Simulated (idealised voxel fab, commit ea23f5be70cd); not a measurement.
Presented below is a process module, voxel tone inversion.
Cross-sectional view cut (width: 300 nm; square cell size: 5 nm).
A cross-section is written here as square cells arranged in a grid, and it is given in bands from the top down, each band taking up one or more rows of cells. First you get the band's top height and its bottom height, in nm, and then the materials it's made of, left to right, with each width in nm. If you see a single material with "all across", that one covers the band edge to edge. "blank" is empty space. Convention: height 0 is the level below which the wafer, as received, is all one material. The lowest band does not terminate at the bottom but continues downward, represented as "0..down". You'd read "30..40" like this: the band's top row of cells is as wide as the first number, its bottom row is as wide as the second, and going down, every row changes width by the same amount as the row before did. No cell of the cross-section changed in a step that is given as "remained unchanged". The entry "Closed void roster" lists the empty spaces that cover at least 8 cells and have no open path to the top. Each is written as width x height at distance, where the distance is measured from the left edge and all three values are in nm. What comes after the settings on a step's line is commentary from the simulator itself on that step. The "overlay nm" setting may appear on a step's line; for a step that uses a mask, it gives how far to the right of its planned position the mask lay, and a negative value indicates the left.
-- Steps planned for the process
- 1: RECEIVE: material Si
- 2: CONFORMAL_DEP: material SiCN, thk nm 10
- 3: DIRECTIONAL_DEP: material polySi, thk nm 15
- 4: PATTERN: tone cover, mask id POSTS, material resist, width nm 20, pitch nm 35, thk nm 20, overlay nm 0
- 5: DIRECTIONAL_ETCH: etch materials polySi, depth nm 15
- 6: STRIP: etch materials resist
- 7: FILL_DEP: material lowk, thk nm 5
- 8: CMP: height nm 25
- 9: STRIP: etch materials polySi
-- First of two wafers, with the run carried out as planned
-- Delivered wafer in cross-section: state after step 1
> 0..down  Si all across
> Closed void roster: none
-- After step 2, in cross-section
> 10..0  SiCN all across
> No changes below 0.
-- After step 3, in cross-section
> 25..10  polySi all across
> No changes below 10.
-- After step 4, in cross-section
> 45..25  blank 85 nm  resist 20 nm  blank 15 nm  resist 20 nm  blank 15 nm  resist 20 nm  blank 15 nm  resist 20 nm  blank 90 nm
> No changes below 25.
-- After step 5, in cross-section
> 45..25  blank 85 nm  resist 20 nm  blank 15 nm  resist 20 nm  blank 15 nm  resist 20 nm  blank 15 nm  resist 20 nm  blank 90 nm
> 25..10  blank 85 nm  polySi 20 nm  blank 15 nm  polySi 20 nm  blank 15 nm  polySi 20 nm  blank 15 nm  polySi 20 nm  blank 90 nm
> No changes below 10.
-- After step 6, in cross-section
> 25..10  blank 85 nm  polySi 20 nm  blank 15 nm  polySi 20 nm  blank 15 nm  polySi 20 nm  blank 15 nm  polySi 20 nm  blank 90 nm
> No changes below 10.
-- After step 7, in cross-section
> 30..25  lowk all across
> 25..10  lowk 85 nm  polySi 20 nm  lowk 15 nm  polySi 20 nm  lowk 15 nm  polySi 20 nm  lowk 15 nm  polySi 20 nm  lowk 90 nm
> No changes below 10.
-- After step 8, in cross-section
> 25..10  lowk 85 nm  polySi 20 nm  lowk 15 nm  polySi 20 nm  lowk 15 nm  polySi 20 nm  lowk 15 nm  polySi 20 nm  lowk 90 nm
> No changes below 10.
-- After step 9, in cross-section
> 25..10  lowk 85 nm  blank 20 nm  lowk 15 nm  blank 20 nm  lowk 15 nm  blank 20 nm  lowk 15 nm  blank 20 nm  lowk 90 nm
> No changes below 10.
-- The second wafer: identical to the first at the outset and in its planned sequence, differing only in that one mistake was made during processing; up to and including step 3, its path is the first wafer's path
-- when step 4 should have ended
> 45..25  blank 80 nm  resist 20 nm  blank 15 nm  resist 20 nm  blank 15 nm  resist 20 nm  blank 15 nm  resist 20 nm  blank 95 nm
> No changes below 25.
-- when step 5 should have ended
> 45..25  blank 80 nm  resist 20 nm  blank 15 nm  resist 20 nm  blank 15 nm  resist 20 nm  blank 15 nm  resist 20 nm  blank 95 nm
> 25..10  blank 80 nm  polySi 20 nm  blank 15 nm  polySi 20 nm  blank 15 nm  polySi 20 nm  blank 15 nm  polySi 20 nm  blank 95 nm
> No changes below 10.
-- when step 6 should have ended
> 25..10  blank 80 nm  polySi 20 nm  blank 15 nm  polySi 20 nm  blank 15 nm  polySi 20 nm  blank 15 nm  polySi 20 nm  blank 95 nm
> No changes below 10.
-- when step 7 should have ended
> 30..25  lowk all across
> 25..10  lowk 80 nm  polySi 20 nm  lowk 15 nm  polySi 20 nm  lowk 15 nm  polySi 20 nm  lowk 15 nm  polySi 20 nm  lowk 95 nm
> No changes below 10.
-- when step 8 should have ended
> 25..10  lowk 80 nm  polySi 20 nm  lowk 15 nm  polySi 20 nm  lowk 15 nm  polySi 20 nm  lowk 15 nm  polySi 20 nm  lowk 95 nm
> No changes below 10.
-- when step 9 should have ended
> 25..10  lowk 80 nm  blank 20 nm  lowk 15 nm  blank 20 nm  lowk 15 nm  blank 20 nm  lowk 15 nm  blank 20 nm  lowk 95 nm
> No changes below 10.
What went wrong in running the wafer? step 4 was not run as planned; what actually ran was PATTERN: tone cover, mask id POSTS, material resist, width nm 20, pitch nm 35, thk nm 20, overlay nm -5
In the final comparison it is observed that the number of cells assigned to each material is identical for the two wafers, whereas their placement is not.
